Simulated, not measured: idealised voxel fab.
process module | voxel transistor to metal
cross-section cut | 300 nm wide | cells 5 nm
A cross-section is a grid of square cells, given in bands from the top down. A band is one or more rows of cells.
Each band's line starts with the height of the band's top and of its bottom, in nm. Then come its materials from left to right, each with its width in nm. One material with "throughout" fills the band from edge to edge. "air" is empty space.
Height 0 is the level under which the wafer as received is all one material. The lowest band goes on downwards, as in "0 down".
A width such as "30 to 40" changes by the same amount from each row of cells to the next, from the band's top row to its bottom row.
"no change" after a step means that no cell of the cross-section changed.
closed voids: empty space of 8 cells or more with no open way to the top, each as width x height at its distance from the left edge, in nm
after a step's settings: what the simulator itself notes on the step
overlay nm, on a step with a mask: how far to the right of its planned place the mask lay; to the left if negative
plan
1 op RECEIVE | material Si
2 op CONFORMAL_DEP | material SiO2 | thk nm 5
3 op CONFORMAL_DEP | material SiN | thk nm 15
4 op PATTERN | tone cover | mask id ACTIVE | material resist | width nm 100 | pitch nm 125 | thk nm 15 | overlay nm 0
5 op DIRECTIONAL_ETCH | etch materials SiN | depth nm 15
6 op DIRECTIONAL_ETCH | etch materials SiO2 | depth nm 5
7 op DIRECTIONAL_ETCH | etch materials Si | depth nm 20
8 op STRIP | etch materials resist
9 op FILL_DEP | material SiO2 | thk nm 10
10 op CMP | height nm 20
11 op SELECTIVE_ETCH | etch materials SiO2 | depth nm 15
12 op STRIP | etch materials SiN
13 op SELECTIVE_ETCH | etch materials SiO2 | depth nm 5
14 op OXIDIZE | depth nm 5
15 op DIRECTIONAL_DEP | material polySi | thk nm 30
16 op DIRECTIONAL_DEP | material SiCN | thk nm 10
17 op PATTERN | tone cover | mask id GATE | material resist | width nm 20 | pitch nm 125 | thk nm 20 | overlay nm 0
18 op DIRECTIONAL_ETCH | etch materials SiCN | depth nm 20
19 op DIRECTIONAL_ETCH | etch materials polySi | depth nm 40
20 op STRIP | etch materials resist
21 op CONFORMAL_DEP | material SiO2 | thk nm 5
22 op DIRECTIONAL_ETCH | etch materials SiO2 | depth nm 5
23 op CONFORMAL_DEP | material SiN | thk nm 5
24 op DIRECTIONAL_ETCH | etch materials SiN | depth nm 5
25 op DIRECTIONAL_ETCH | etch materials SiO2 | depth nm 5
26 op DIRECTIONAL_ETCH | etch materials Si | depth nm 10
27 op EPI | material pSi | thk nm 15
28 op FILL_DEP | material SiO2 | thk nm 10
29 op CMP | height nm 40
30 op DIRECTIONAL_DEP | material SiO2 | thk nm 5
31 op PATTERN | tone open | mask id CONTACT | material resist | width nm 30 | thk nm 20 | overlay nm 0
32 op DIRECTIONAL_ETCH | etch materials SiO2 | depth nm 50
33 op STRIP | etch materials resist
34 op CONFORMAL_DEP | material TiN | thk nm 5
35 op FILL_DEP | material Ru | thk nm 5
36 op CMP | height nm 50
37 op DIRECTIONAL_DEP | material TiN | thk nm 5
38 op DIRECTIONAL_DEP | material W | thk nm 25
39 op DIRECTIONAL_DEP | material aC | thk nm 10
40 op PATTERN | tone cover | mask id METAL_1 | material resist | width nm 15 | thk nm 30 | overlay nm 0
41 op DIRECTIONAL_ETCH | etch materials aC | depth nm 10
42 op STRIP | etch materials resist
43 op DIRECTIONAL_ETCH | etch materials W | depth nm 25
44 op DIRECTIONAL_ETCH | etch materials TiN | depth nm 5
45 op STRIP | etch materials aC
46 op CONFORMAL_DEP | material SiCN | thk nm 5
47 op FILL_DEP | material SiO2 | thk nm 10
48 op CMP | height nm 80
49 op CONFORMAL_DEP | material SiCN | thk nm 5
varied across the wafers: thk nm of step 30. The plan shows the first wafer's value. All wafers start alike
first wafer as received, after step 1
  0 down: Si throughout
  closed voids: none
each wafer at the end: cells of each material gained (+) or lost (-) since it was received, then its closed voids
thk nm 5 | +88 Ru | -168 Si | +164 SiCN | +32 SiN | +552 SiO2 | +144 TiN | +60 W | +100 pSi | +48 polySi | closed voids: none
thk nm 10 | +88 Ru | -168 Si | +164 SiCN | +32 SiN | +588 SiO2 | +108 TiN | +60 W | +100 pSi | +48 polySi | closed voids: none
thk nm 15 | +88 Ru | -168 Si | +164 SiCN | +32 SiN | +596 SiO2 | +100 TiN | +60 W | +100 pSi | +48 polySi | closed voids: none
thk nm 20 | +88 Ru | -168 Si | +164 SiCN | +32 SiN | +604 SiO2 | +92 TiN | +60 W | +100 pSi | +48 polySi | closed voids: none
thk nm 25 | +76 Ru | -168 Si | +164 SiCN | +32 SiN | +624 SiO2 | +84 TiN | +60 W | +100 pSi | +48 polySi | closed voids: none
